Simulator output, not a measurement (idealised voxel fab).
The name of this process module is voxel transistor to metal.
Shown is cross-section cut, with a width of 170 nm and square cells of size 5 nm.
The cross-sections in this document take the form of a grid made of square cells. They are written out as bands, in order from top to bottom. Each band consists of one or more rows of cells.
Top height, bottom height, nm. Materials left to right, width each, nm. Single material + "all across" = fills band edge to edge. "blank" = empty.
Height is counted from the level 0, under which the received wafer is composed throughout of one material. The lowest of the bands is not closed at the bottom but continues downward, in the notation "z 0 and below".
The notation "30..40" denotes a width that varies across the rows of cells in the band, beginning at the first number in the top row, finishing at the second number in the bottom row, and changing by an identical amount from each row to the next.
"remained unchanged" after a step means that no cell of the cross-section changed.
Basically, "Enclosed void list" tells you about the enclosed voids: empty spaces with no open way to the top, 8 cells or bigger, each written width x height at distance, where distance is from the left edge, all in nm.
Anything after a step's settings on that line? It's the simulator's own note about the step.
Regarding "overlay nm": on a step with a mask, it is the distance the mask lay to the right of its planned place; a negative value places it to the left.

## Set out below are the planned steps of the process
1) op RECEIVE | material Si
2) op OXIDIZE | depth nm 5
3) op CONFORMAL_DEP | material SiN | thk nm 10
4) op MASKED_ETCH | tone cover | mask id ACTIVE | width nm 110 | etch materials SiN | depth nm 10 | overlay nm 0
5) op MASKED_ETCH | tone cover | mask id ACTIVE | width nm 110 | etch materials SiO2 | depth nm 5 | overlay nm -15
6) op MASKED_ETCH | tone cover | mask id ACTIVE | width nm 110 | etch materials Si | depth nm 20 | overlay nm 0
7) op OXIDIZE | depth nm 5
8) op FILL_DEP | material SiO2 | thk nm 15
9) op CMP | height nm 10
10) op SELECTIVE_ETCH | etch materials SiO2 | depth nm 10
11) op STRIP | etch materials SiN
12) op SELECTIVE_ETCH | etch materials SiO2 | depth nm 5
13) op OXIDIZE | depth nm 5
14) op DIRECTIONAL_DEP | material polySi | thk nm 20
15) op DIRECTIONAL_DEP | material SiCN | thk nm 10
16) op DIRECTIONAL_DEP | material aC | thk nm 15
17) op PATTERN | tone cover | mask id GATE | material resist | width nm 30 | thk nm 35 | overlay nm 0
18) op DIRECTIONAL_ETCH | etch materials aC | depth nm 15
19) op STRIP | etch materials resist
20) op DIRECTIONAL_ETCH | etch materials SiCN | depth nm 20
21) op DIRECTIONAL_ETCH | etch materials polySi | depth nm 30
22) op STRIP | etch materials aC
23) op CONFORMAL_DEP | material SiO2 | thk nm 5
24) op DIRECTIONAL_ETCH | etch materials SiO2 | depth nm 5
25) op CONFORMAL_DEP | material SiN | thk nm 5
26) op DIRECTIONAL_ETCH | etch materials SiN | depth nm 5
27) op DIRECTIONAL_ETCH | etch materials SiO2 | depth nm 5
28) op DIRECTIONAL_ETCH | etch materials Si | depth nm 10
29) op EPI | material SiGe | thk nm 15
30) op FILL_DEP | material SiO2 | thk nm 10
31) op CMP | height nm 15
32) op STRIP | etch materials polySi
33) op SELECTIVE_ETCH | etch materials SiO2 | depth nm 5
34) op CONFORMAL_DEP | material HfO2 | thk nm 5
35) op CONFORMAL_DEP | material TiN | thk nm 5
36) op FILL_DEP | material W | thk nm 5
37) op CMP | height nm 10
38) op DIRECTIONAL_DEP | material SiO2 | thk nm 10
39) op MASKED_ETCH | tone open | mask id CONTACT | width nm 20 | pitch nm 80 | etch materials SiO2 | depth nm 25 | overlay nm 0
40) op CONFORMAL_DEP | material TiN | thk nm 5
41) op FILL_DEP | material W | thk nm 10
42) op CMP | height nm 20
43) op DIRECTIONAL_DEP | material TiN | thk nm 5
44) op DIRECTIONAL_DEP | material W | thk nm 20
45) op PATTERN | tone cover | mask id METAL_1 | material resist | width nm 20 | pitch nm 80 | thk nm 20 | overlay nm 0
46) op DIRECTIONAL_ETCH | etch materials W | depth nm 20
47) op DIRECTIONAL_ETCH | etch materials TiN | depth nm 5
48) op STRIP | etch materials resist
49) op CONFORMAL_DEP | material SiN | thk nm 5
50) op FILL_DEP | material lowk | thk nm 10
51) op CMP | height nm 45
52) op CONFORMAL_DEP | material SiN | thk nm 5
Heads up: all these wafers start the same, and what changes between them is the overlay nm in step 5. The value you see in the plan is just what the first wafer got.

## First wafer of several, as received: cross-section after step 1
  z 0 and below  Si all across
  Enclosed void list: none

## Below, a row for every wafer. Read it as the end-of-module picture: for each material the wafer shows its cells gained (+) or lost (-) since it was received, and then its closed voids
overlay nm -15, +14 HfO2, -138 Si, +53 SiGe, +82 SiN, +151 SiO2, +42 TiN, +48 W, +88 lowk, Enclosed void list: none
overlay nm -10, +14 HfO2, -140 Si, +50 SiGe, +82 SiN, +156 SiO2, +42 TiN, +48 W, +88 lowk, Enclosed void list: none
overlay nm -5, +14 HfO2, -142 Si, +47 SiGe, +82 SiN, +161 SiO2, +42 TiN, +48 W, +88 lowk, Enclosed void list: none
overlay nm 0, +14 HfO2, -144 Si, +44 SiGe, +82 SiN, +166 SiO2, +42 TiN, +48 W, +88 lowk, Enclosed void list: none
overlay nm 5, +14 HfO2, -142 Si, +47 SiGe, +82 SiN, +161 SiO2, +42 TiN, +48 W, +88 lowk, Enclosed void list: none
overlay nm 10, +14 HfO2, -140 Si, +50 SiGe, +82 SiN, +156 SiO2, +42 TiN, +48 W, +88 lowk, Enclosed void list: none
overlay nm 15, +14 HfO2, -138 Si, +53 SiGe, +82 SiN, +151 SiO2, +42 TiN, +48 W, +88 lowk, Enclosed void list: none
